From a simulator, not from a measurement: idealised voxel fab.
This section sets out a process module, namely voxel trench capacitor.
Each square cell in cross-section cut measures 5 nm, and the section as a whole is 145 nm wide.
If you're reading a cross-section in this doc, picture square cells in a grid; it comes to you as bands, top ones listed first down to the bottom, and a band can be one or more rows of cells. It is stipulated that each band's entry specify, in nanometres, the height of the top of the band and then that of its bottom, followed by the materials of the band in left-to-right sequence, each together with its width in nanometres. A single material marked by the word "full width" is understood to fill the band from edge to edge; the word "empty" is understood to denote empty space. Basically, 0 is our baseline, since under it the wafer straight out of the box is all one material. The bottom band has no lower end and keeps on going down, so it looks like "0 nm and below". The width entry "30 to 40" should be interpreted row by row: the top row of cells in the band takes the first number, the bottom row takes the second number, and the change between adjacent rows is uniform throughout. It should be understood that the words "remains unaltered", when stated for a given step, signify that the cross-section underwent no change in any of its cells during that step. In the "Closed void register" entry, you get each enclosed empty space of 8 cells or more, one with no open way to the top, written width x height at distance, distance from the left edge, in nm. It should be noted that, on the line of a given step, the content following the step's settings is a remark produced by the simulator itself with respect to that step. Among the settings permitted on a step's line is "overlay nm"; applied to a step with a mask, it specifies the extent to which the mask lay to the right of its planned position, whereas a negative figure signifies a position to the left. Each pair below shows a cross-section before one step and the cross-section after it, down to the lowest band that changed. The line under each pair gives the step between them, with its settings. The pairs can come from different runs of this module on the same starting wafer, so a pair continues from the pair above only where its "State on entry" says so.

State on entry:
  0 nm and below: Si full width
  Closed void register: none

Post-Step Geometry:
  5 nm to 0 nm: SiN full width
  At heights below 0, the structure remains unaltered.
  Closed void register: none
What is the step between the two cross-sections above? CONFORMAL_DEP | material SiN | thk nm 5

State on entry: This step starts from the configuration shown after the step in the pair immediately above.

Post-Step Geometry:
  20 nm to 5 nm: aC full width
  At heights below 5, the structure remains unaltered.
  Closed void register: none
What is the step between the two cross-sections above? DIRECTIONAL_DEP | material aC | thk nm 15

State on entry: This step starts from the configuration shown after the step in the pair immediately above.

Post-Step Geometry:
  55 nm to 20 nm: resist: 45; empty: 20; resist: 15; empty: 20; resist: 45
  At heights below 20, the structure remains unaltered.
  Closed void register: none
What is the step between the two cross-sections above? PATTERN | tone open | mask id TRENCH | material resist | width nm 20 | pitch nm 35 | thk nm 35 | overlay nm 0

State on entry: This step starts from the configuration shown after the step in the pair immediately above.

Post-Step Geometry:
  40 nm to 20 nm: resist: 45; empty: 20; resist: 15; empty: 20; resist: 45
  20 nm to 5 nm: aC: 45; empty: 20; aC: 15; empty: 20; aC: 45
  At heights below 5, the structure remains unaltered.
  Closed void register: none
What is the step between the two cross-sections above? DIRECTIONAL_ETCH | etch materials aC | depth nm 15

State on entry: This step starts from the configuration shown after the step in the pair immediately above.

Post-Step Geometry:
  20 nm to 5 nm: aC: 45; empty: 20; aC: 15; empty: 20; aC: 45
  At heights below 5, the structure remains unaltered.
  Closed void register: none
What is the step between the two cross-sections above? STRIP | etch materials resist

State on entry: This step starts from the configuration shown after the step in the pair immediately above.

Post-Step Geometry:
  20 nm to 5 nm: aC: 45; empty: 20; aC: 15; empty: 20; aC: 45
  5 nm to 0 nm: SiN: 45; empty: 20; SiN: 15; empty: 20; SiN: 45
  At heights below 0, the structure remains unaltered.
  Closed void register: none
What is the step between the two cross-sections above? DIRECTIONAL_ETCH | etch materials SiN | depth nm 5

State on entry: This step starts from the configuration shown after the step in the pair immediately above.

Post-Step Geometry:
  20 nm to 5 nm: aC: 45; empty: 20; aC: 15; empty: 20; aC: 45
  5 nm to 0 nm: SiN: 45; empty: 20; SiN: 15; empty: 20; SiN: 45
  0 nm to -35 nm: Si: 45; empty: 20; Si: 15; empty: 20; Si: 45
  At heights below -35, the structure remains unaltered.
  Closed void register: none
What is the step between the two cross-sections above? DIRECTIONAL_ETCH | etch materials Si | depth nm 35

State on entry: This step starts from the configuration shown after the step in the pair immediately above.

Post-Step Geometry:
  5 nm to 0 nm: SiN: 45; empty: 20; SiN: 15; empty: 20; SiN: 45
  At heights below 0, the structure remains unaltered.
  Closed void register: none
What is the step between the two cross-sections above? STRIP | etch materials aC

State on entry: This step starts from the configuration shown after the step in the pair immediately above.

Post-Step Geometry:
  10 nm to 5 nm: SiO2: 50; empty: 10; SiO2: 25; empty: 10; SiO2: 50
  5 nm to 0 nm: SiN: 45; SiO2: 5; empty: 10; SiO2: 5; SiN: 15; SiO2: 5; empty: 10; SiO2: 5; SiN: 45
  0 nm to -30 nm: Si: 45; SiO2: 5; empty: 10; SiO2: 5; Si: 15; SiO2: 5; empty: 10; SiO2: 5; Si: 45
  -30 nm to -35 nm: Si: 45; SiO2: 20; Si: 15; SiO2: 20; Si: 45
  At heights below -35, the structure remains unaltered.
  Closed void register: none
What is the step between the two cross-sections above? CONFORMAL_DEP | material SiO2 | thk nm 5

State on entry: This step starts from the configuration shown after the step in the pair immediately above.

Post-Step Geometry:
  20 nm to 10 nm: polySi full width
  10 nm to 5 nm: SiO2: 50; polySi: 10; SiO2: 25; polySi: 10; SiO2: 50
  5 nm to 0 nm: SiN: 45; SiO2: 5; polySi: 10; SiO2: 5; SiN: 15; SiO2: 5; polySi: 10; SiO2: 5; SiN: 45
  0 nm to -30 nm: Si: 45; SiO2: 5; polySi: 10; SiO2: 5; Si: 15; SiO2: 5; polySi: 10; SiO2: 5; Si: 45
  At heights below -30, the structure remains unaltered.
  Closed void register: none
What is the step between the two cross-sections above? FILL_DEP | material polySi | thk nm 10

State on entry: This step starts from the configuration shown after the step in the pair immediately above.

Post-Step Geometry:
  5 nm to 0 nm: SiN: 45; SiO2: 5; polySi: 10; SiO2: 5; SiN: 15; SiO2: 5; polySi: 10; SiO2: 5; SiN: 45
  At heights below 0, the structure remains unaltered.
  Closed void register: none
What is the step between the two cross-sections above? CMP | height nm 5

State on entry:
  20 nm to 5 nm: aC: 45; empty: 20; aC: 15; empty: 20; aC: 45
  5 nm to 0 nm: SiN: 45; empty: 20; SiN: 15; empty: 20; SiN: 45
  0 nm to -35 nm: Si: 45; empty: 20; Si: 15; empty: 20; Si: 45
  -35 nm and below: Si full width
  Closed void register: none

Post-Step Geometry:
  20 nm to 5 nm: aC: 45; empty: 20; aC: 15; empty: 20; aC: 45
  5 nm to 0 nm: SiN: 45; empty: 20; SiN: 15; empty: 20; SiN: 45
  0 nm to -70 nm: Si: 45; empty: 20; Si: 15; empty: 20; Si: 45
  At heights below -70, the structure remains unaltered.
  Closed void register: none
What is the step between the two cross-sections above? DIRECTIONAL_ETCH | etch materials Si | depth nm 35

State on entry: This step starts from the configuration shown after the step in the pair immediately above.

Post-Step Geometry:
  5 nm to 0 nm: SiN: 45; empty: 20; SiN: 15; empty: 20; SiN: 45
  At heights below 0, the structure remains unaltered.
  Closed void register: none
What is the step between the two cross-sections above? STRIP | etch materials aC

State on entry: This step starts from the configuration shown after the step in the pair immediately above.

Post-Step Geometry:
  10 nm to 5 nm: SiO2: 50; empty: 10; SiO2: 25; empty: 10; SiO2: 50
  5 nm to 0 nm: SiN: 45; SiO2: 5; empty: 10; SiO2: 5; SiN: 15; SiO2: 5; empty: 10; SiO2: 5; SiN: 45
  0 nm to -65 nm: Si: 45; SiO2: 5; empty: 10; SiO2: 5; Si: 15; SiO2: 5; empty: 10; SiO2: 5; Si: 45
  -65 nm to -70 nm: Si: 45; SiO2: 20; Si: 15; SiO2: 20; Si: 45
  At heights below -70, the structure remains unaltered.
  Closed void register: none
What is the step between the two cross-sections above? CONFORMAL_DEP | material SiO2 | thk nm 5

State on entry: This step starts from the configuration shown after the step in the pair immediately above.

Post-Step Geometry:
  20 nm to 10 nm: polySi full width
  10 nm to 5 nm: SiO2: 50; polySi: 10; SiO2: 25; polySi: 10; SiO2: 50
  5 nm to 0 nm: SiN: 45; SiO2: 5; polySi: 10; SiO2: 5; SiN: 15; SiO2: 5; polySi: 10; SiO2: 5; SiN: 45
  0 nm to -65 nm: Si: 45; SiO2: 5; polySi: 10; SiO2: 5; Si: 15; SiO2: 5; polySi: 10; SiO2: 5; Si: 45
  At heights below -65, the structure remains unaltered.
  Closed void register: none
What is the step between the two cross-sections above? FILL_DEP | material polySi | thk nm 10

State on entry: This step starts from the configuration shown after the step in the pair immediately above.

Post-Step Geometry:
  5 nm to 0 nm: SiN: 45; SiO2: 5; polySi: 10; SiO2: 5; SiN: 15; SiO2: 5; polySi: 10; SiO2: 5; SiN: 45
  At heights below 0, the structure remains unaltered.
  Closed void register: none
What is the step between the two cross-sections above? CMP | height nm 5

State on entry:
  20 nm to 5 nm: aC: 45; empty: 20; aC: 15; empty: 20; aC: 45
  5 nm to 0 nm: SiN: 45; empty: 20; SiN: 15; empty: 20; SiN: 45
  0 nm and below: Si full width
  Closed void register: none

Post-Step Geometry:
  5 nm to 0 nm: SiN: 45; empty: 20; SiN: 15; empty: 20; SiN: 45
  At heights below 0, the structure remains unaltered.
  Closed void register: none
What is the step between the two cross-sections above? STRIP | etch materials aC

State on entry: This step starts from the configuration shown after the step in the pair immediately above.

Post-Step Geometry:
  5 nm to 0 nm: SiN: 45; empty: 20; SiN: 15; empty: 20; SiN: 45
  0 nm to -35 nm: Si: 45; empty: 20; Si: 15; empty: 20; Si: 45
  At heights below -35, the structure remains unaltered.
  Closed void register: none
What is the step between the two cross-sections above? DIRECTIONAL_ETCH | etch materials Si | depth nm 35

State on entry:
  20 nm to 10 nm: polySi full width
  10 nm to 5 nm: SiO2: 50; polySi: 10; SiO2: 25; polySi: 10; SiO2: 50
  5 nm to 0 nm: SiN: 45; SiO2: 5; polySi: 10; SiO2: 5; SiN: 15; SiO2: 5; polySi: 10; SiO2: 5; SiN: 45
  0 nm to -30 nm: Si: 45; SiO2: 5; polySi: 10; SiO2: 5; Si: 15; SiO2: 5; polySi: 10; SiO2: 5; Si: 45
  -30 nm to -35 nm: Si: 45; SiO2: 20; Si: 15; SiO2: 20; Si: 45
  -35 nm and below: Si full width
  Closed void register: none

Post-Step Geometry:
  -5 nm to -30 nm: Si: 45; SiO2: 5; polySi: 10; SiO2: 5; Si: 15; SiO2: 5; polySi: 10; SiO2: 5; Si: 45
  At heights below -30, the structure remains unaltered.
  Closed void register: none
What is the step between the two cross-sections above? CMP | height nm -5

State on entry:
  20 nm to 5 nm: aC full width
  5 nm to 0 nm: SiN full width
  0 nm and below: Si full width
  Closed void register: none

Post-Step Geometry:
  55 nm to 20 nm: resist: 50; empty: 15; resist: 20; empty: 15; resist: 45
  At heights below 20, the structure remains unaltered.
  Closed void register: none
What is the step between the two cross-sections above? PATTERN | tone open | mask id TRENCH | material resist | width nm 15 | pitch nm 35 | thk nm 35 | overlay nm 0

State on entry: This step starts from the configuration shown after the step in the pair immediately above.

Post-Step Geometry:
  40 nm to 20 nm: resist: 50; empty: 15; resist: 20; empty: 15; resist: 45
  20 nm to 5 nm: aC: 50; empty: 15; aC: 20; empty: 15; aC: 45
  At heights below 5, the structure remains unaltered.
  Closed void register: none
What is the step between the two cross-sections above? DIRECTIONAL_ETCH | etch materials aC | depth nm 15

State on entry: This step starts from the configuration shown after the step in the pair immediately above.

Post-Step Geometry:
  20 nm to 5 nm: aC: 50; empty: 15; aC: 20; empty: 15; aC: 45
  At heights below 5, the structure remains unaltered.
  Closed void register: none
What is the step between the two cross-sections above? STRIP | etch materials resist

State on entry: This step starts from the configuration shown after the step in the pair immediately above.

Post-Step Geometry:
  20 nm to 5 nm: aC: 50; empty: 15; aC: 20; empty: 15; aC: 45
  5 nm to 0 nm: SiN: 50; empty: 15; SiN: 20; empty: 15; SiN: 45
  At heights below 0, the structure remains unaltered.
  Closed void register: none
What is the step between the two cross-sections above? DIRECTIONAL_ETCH | etch materials SiN | depth nm 5

State on entry: This step starts from the configuration shown after the step in the pair immediately above.

Post-Step Geometry:
  20 nm to 5 nm: aC: 50; empty: 15; aC: 20; empty: 15; aC: 45
  5 nm to 0 nm: SiN: 50; empty: 15; SiN: 20; empty: 15; SiN: 45
  0 nm to -35 nm: Si: 50; empty: 15; Si: 20; empty: 15; Si: 45
  At heights below -35, the structure remains unaltered.
  Closed void register: none
What is the step between the two cross-sections above? DIRECTIONAL_ETCH | etch materials Si | depth nm 35

State on entry: This step starts from the configuration shown after the step in the pair immediately above.

Post-Step Geometry:
  5 nm to 0 nm: SiN: 50; empty: 15; SiN: 20; empty: 15; SiN: 45
  At heights below 0, the structure remains unaltered.
  Closed void register: none
What is the step between the two cross-sections above? STRIP | etch materials aC

State on entry: This step starts from the configuration shown after the step in the pair immediately above.

Post-Step Geometry:
  10 nm to 5 nm: SiO2: 55; empty: 5; SiO2: 30; empty: 5; SiO2: 50
  5 nm to 0 nm: SiN: 50; SiO2: 5; empty: 5; SiO2: 5; SiN: 20; SiO2: 5; empty: 5; SiO2: 5; SiN: 45
  0 nm to -30 nm: Si: 50; SiO2: 5; empty: 5; SiO2: 5; Si: 20; SiO2: 5; empty: 5; SiO2: 5; Si: 45
  -30 nm to -35 nm: Si: 50; SiO2: 15; Si: 20; SiO2: 15; Si: 45
  At heights below -35, the structure remains unaltered.
  Closed void register: none
What is the step between the two cross-sections above? CONFORMAL_DEP | material SiO2 | thk nm 5

State on entry: This step starts from the configuration shown after the step in the pair immediately above.

Post-Step Geometry:
  20 nm to 10 nm: polySi full width
  10 nm to 5 nm: SiO2: 55; polySi: 5; SiO2: 30; polySi: 5; SiO2: 50
  5 nm to 0 nm: SiN: 50; SiO2: 5; polySi: 5; SiO2: 5; SiN: 20; SiO2: 5; polySi: 5; SiO2: 5; SiN: 45
  0 nm to -30 nm: Si: 50; SiO2: 5; polySi: 5; SiO2: 5; Si: 20; SiO2: 5; polySi: 5; SiO2: 5; Si: 45
  At heights below -30, the structure remains unaltered.
  Closed void register: none
What is the step between the two cross-sections above? FILL_DEP | material polySi | thk nm 10

State on entry: This step starts from the configuration shown after the step in the pair immediately above.

Post-Step Geometry:
  5 nm to 0 nm: SiN: 50; SiO2: 5; polySi: 5; SiO2: 5; SiN: 20; SiO2: 5; polySi: 5; SiO2: 5; SiN: 45
  At heights below 0, the structure remains unaltered.
  Closed void register: none
What is the step between the two cross-sections above? CMP | height nm 5

State on entry:
  20 nm to 5 nm: aC full width
  5 nm to 0 nm: SiN full width
  0 nm and below: Si full width
  Closed void register: none

Post-Step Geometry:
  55 nm to 20 nm: resist: 40; empty: 20; resist: 15; empty: 20; resist: 50
  At heights below 20, the structure remains unaltered.
  Closed void register: none
What is the step between the two cross-sections above? PATTERN | tone open | mask id TRENCH | material resist | width nm 20 | pitch nm 35 | thk nm 35 | overlay nm -5

State on entry: This step starts from the configuration shown after the step in the pair immediately above.

Post-Step Geometry:
  40 nm to 20 nm: resist: 40; empty: 20; resist: 15; empty: 20; resist: 50
  20 nm to 5 nm: aC: 40; empty: 20; aC: 15; empty: 20; aC: 50
  At heights below 5, the structure remains unaltered.
  Closed void register: none
What is the step between the two cross-sections above? DIRECTIONAL_ETCH | etch materials aC | depth nm 15

State on entry: This step starts from the configuration shown after the step in the pair immediately above.

Post-Step Geometry:
  20 nm to 5 nm: aC: 40; empty: 20; aC: 15; empty: 20; aC: 50
  At heights below 5, the structure remains unaltered.
  Closed void register: none
What is the step between the two cross-sections above? STRIP | etch materials resist

State on entry: This step starts from the configuration shown after the step in the pair immediately above.

Post-Step Geometry:
  20 nm to 5 nm: aC: 40; empty: 20; aC: 15; empty: 20; aC: 50
  5 nm to 0 nm: SiN: 40; empty: 20; SiN: 15; empty: 20; SiN: 50
  At heights below 0, the structure remains unaltered.
  Closed void register: none
What is the step between the two cross-sections above? DIRECTIONAL_ETCH | etch materials SiN | depth nm 5

State on entry: This step starts from the configuration shown after the step in the pair immediately above.

Post-Step Geometry:
  20 nm to 5 nm: aC: 40; empty: 20; aC: 15; empty: 20; aC: 50
  5 nm to 0 nm: SiN: 40; empty: 20; SiN: 15; empty: 20; SiN: 50
  0 nm to -35 nm: Si: 40; empty: 20; Si: 15; empty: 20; Si: 50
  At heights below -35, the structure remains unaltered.
  Closed void register: none
What is the step between the two cross-sections above? DIRECTIONAL_ETCH | etch materials Si | depth nm 35

State on entry: This step starts from the configuration shown after the step in the pair immediately above.

Post-Step Geometry:
  5 nm to 0 nm: SiN: 40; empty: 20; SiN: 15; empty: 20; SiN: 50
  At heights below 0, the structure remains unaltered.
  Closed void register: none
What is the step between the two cross-sections above? STRIP | etch materials aC

State on entry: This step starts from the configuration shown after the step in the pair immediately above.

Post-Step Geometry:
  10 nm to 5 nm: SiO2: 45; empty: 10; SiO2: 25; empty: 10; SiO2: 55
  5 nm to 0 nm: SiN: 40; SiO2: 5; empty: 10; SiO2: 5; SiN: 15; SiO2: 5; empty: 10; SiO2: 5; SiN: 50
  0 nm to -30 nm: Si: 40; SiO2: 5; empty: 10; SiO2: 5; Si: 15; SiO2: 5; empty: 10; SiO2: 5; Si: 50
  -30 nm to -35 nm: Si: 40; SiO2: 20; Si: 15; SiO2: 20; Si: 50
  At heights below -35, the structure remains unaltered.
  Closed void register: none
What is the step between the two cross-sections above? CONFORMAL_DEP | material SiO2 | thk nm 5

State on entry: This step starts from the configuration shown after the step in the pair immediately above.

Post-Step Geometry:
  20 nm to 10 nm: polySi full width
  10 nm to 5 nm: SiO2: 45; polySi: 10; SiO2: 25; polySi: 10; SiO2: 55
  5 nm to 0 nm: SiN: 40; SiO2: 5; polySi: 10; SiO2: 5; SiN: 15; SiO2: 5; polySi: 10; SiO2: 5; SiN: 50
  0 nm to -30 nm: Si: 40; SiO2: 5; polySi: 10; SiO2: 5; Si: 15; SiO2: 5; polySi: 10; SiO2: 5; Si: 50
  At heights below -30, the structure remains unaltered.
  Closed void register: none
What is the step between the two cross-sections above? FILL_DEP | material polySi | thk nm 10

State on entry: This step starts from the configuration shown after the step in the pair immediately above.

Post-Step Geometry:
  5 nm to 0 nm: SiN: 40; SiO2: 5; polySi: 10; SiO2: 5; SiN: 15; SiO2: 5; polySi: 10; SiO2: 5; SiN: 50
  At heights below 0, the structure remains unaltered.
  Closed void register: none
What is the step between the two cross-sections above? CMP | height nm 5

State on entry:
  10 nm to 5 nm: SiO2: 50; empty: 10; SiO2: 25; empty: 10; SiO2: 50
  5 nm to 0 nm: SiN: 45; SiO2: 5; empty: 10; SiO2: 5; SiN: 15; SiO2: 5; empty: 10; SiO2: 5; SiN: 45
  0 nm to -30 nm: Si: 45; SiO2: 5; empty: 10; SiO2: 5; Si: 15; SiO2: 5; empty: 10; SiO2: 5; Si: 45
  -30 nm to -35 nm: Si: 45; SiO2: 20; Si: 15; SiO2: 20; Si: 45
  -35 nm and below: Si full width
  Closed void register: none

Post-Step Geometry:
  20 nm to 10 nm: SiN full width
  10 nm to 5 nm: SiO2: 50; SiN: 10; SiO2: 25; SiN: 10; SiO2: 50
  5 nm to 0 nm: SiN: 45; SiO2: 5; SiN: 10; SiO2: 5; SiN: 15; SiO2: 5; SiN: 10; SiO2: 5; SiN: 45
  0 nm to -30 nm: Si: 45; SiO2: 5; SiN: 10; SiO2: 5; Si: 15; SiO2: 5; SiN: 10; SiO2: 5; Si: 45
  At heights below -30, the structure remains unaltered.
  Closed void register: none
What is the step between the two cross-sections above? FILL_DEP | material SiN | thk nm 10

State on entry: This step starts from the configuration shown after the step in the pair immediately above.

Post-Step Geometry:
  5 nm to 0 nm: SiN: 45; SiO2: 5; SiN: 10; SiO2: 5; SiN: 15; SiO2: 5; SiN: 10; SiO2: 5; SiN: 45
  At heights below 0, the structure remains unaltered.
  Closed void register: none
What is the step between the two cross-sections above? CMP | height nm 5

State on entry:
  20 nm to 5 nm: aC full width
  5 nm to 0 nm: SiN full width
  0 nm and below: Si full width
  Closed void register: none

Post-Step Geometry:
  55 nm to 20 nm: empty: 45; resist: 20; empty: 15; resist: 20; empty: 45
  At heights below 20, the structure remains unaltered.
  Closed void register: none
What is the step between the two cross-sections above? PATTERN | tone cover | mask id TRENCH | material resist | width nm 20 | pitch nm 35 | thk nm 35 | overlay nm 0

State on entry: This step starts from the configuration shown after the step in the pair immediately above.

Post-Step Geometry:
  40 nm to 20 nm: empty: 45; resist: 20; empty: 15; resist: 20; empty: 45
  20 nm to 5 nm: empty: 45; aC: 20; empty: 15; aC: 20; empty: 45
  At heights below 5, the structure remains unaltered.
  Closed void register: none
What is the step between the two cross-sections above? DIRECTIONAL_ETCH | etch materials aC | depth nm 15

State on entry: This step starts from the configuration shown after the step in the pair immediately above.

Post-Step Geometry:
  20 nm to 5 nm: empty: 45; aC: 20; empty: 15; aC: 20; empty: 45
  At heights below 5, the structure remains unaltered.
  Closed void register: none
What is the step between the two cross-sections above? STRIP | etch materials resist

State on entry: This step starts from the configuration shown after the step in the pair immediately above.

Post-Step Geometry:
  20 nm to 5 nm: empty: 45; aC: 20; empty: 15; aC: 20; empty: 45
  5 nm to 0 nm: empty: 45; SiN: 20; empty: 15; SiN: 20; empty: 45
  At heights below 0, the structure remains unaltered.
  Closed void register: none
What is the step between the two cross-sections above? DIRECTIONAL_ETCH | etch materials SiN | depth nm 5

State on entry: This step starts from the configuration shown after the step in the pair immediately above.

Post-Step Geometry:
  20 nm to 5 nm: empty: 45; aC: 20; empty: 15; aC: 20; empty: 45
  5 nm to 0 nm: empty: 45; SiN: 20; empty: 15; SiN: 20; empty: 45
  0 nm to -35 nm: empty: 45; Si: 20; empty: 15; Si: 20; empty: 45
  At heights below -35, the structure remains unaltered.
  Closed void register: none
What is the step between the two cross-sections above? DIRECTIONAL_ETCH | etch materials Si | depth nm 35

State on entry: This step starts from the configuration shown after the step in the pair immediately above.

Post-Step Geometry:
  5 nm to 0 nm: empty: 45; SiN: 20; empty: 15; SiN: 20; empty: 45
  At heights below 0, the structure remains unaltered.
  Closed void register: none
What is the step between the two cross-sections above? STRIP | etch materials aC

State on entry: This step starts from the configuration shown after the step in the pair immediately above.

Post-Step Geometry:
  10 nm to 5 nm: empty: 40; SiO2: 30; empty: 5; SiO2: 30; empty: 40
  5 nm to 0 nm: empty: 40; SiO2: 5; SiN: 20; SiO2: 5; empty: 5; SiO2: 5; SiN: 20; SiO2: 5; empty: 40
  0 nm to -30 nm: empty: 40; SiO2: 5; Si: 20; SiO2: 5; empty: 5; SiO2: 5; Si: 20; SiO2: 5; empty: 40
  -30 nm to -35 nm: SiO2: 45; Si: 20; SiO2: 15; Si: 20; SiO2: 45
  At heights below -35, the structure remains unaltered.
  Closed void register: none
What is the step between the two cross-sections above? CONFORMAL_DEP | material SiO2 | thk nm 5

State on entry: This step starts from the configuration shown after the step in the pair immediately above.

Post-Step Geometry:
  20 nm to 10 nm: polySi full width
  10 nm to 5 nm: polySi: 40; SiO2: 30; polySi: 5; SiO2: 30; polySi: 40
  5 nm to 0 nm: polySi: 40; SiO2: 5; SiN: 20; SiO2: 5; polySi: 5; SiO2: 5; SiN: 20; SiO2: 5; polySi: 40
  0 nm to -30 nm: polySi: 40; SiO2: 5; Si: 20; SiO2: 5; polySi: 5; SiO2: 5; Si: 20; SiO2: 5; polySi: 40
  At heights below -30, the structure remains unaltered.
  Closed void register: none
What is the step between the two cross-sections above? FILL_DEP | material polySi | thk nm 10

State on entry: This step starts from the configuration shown after the step in the pair immediately above.

Post-Step Geometry:
  5 nm to 0 nm: polySi: 40; SiO2: 5; SiN: 20; SiO2: 5; polySi: 5; SiO2: 5; SiN: 20; SiO2: 5; polySi: 40
  At heights below 0, the structure remains unaltered.
  Closed void register: none
What is the step between the two cross-sections above? CMP | height nm 5
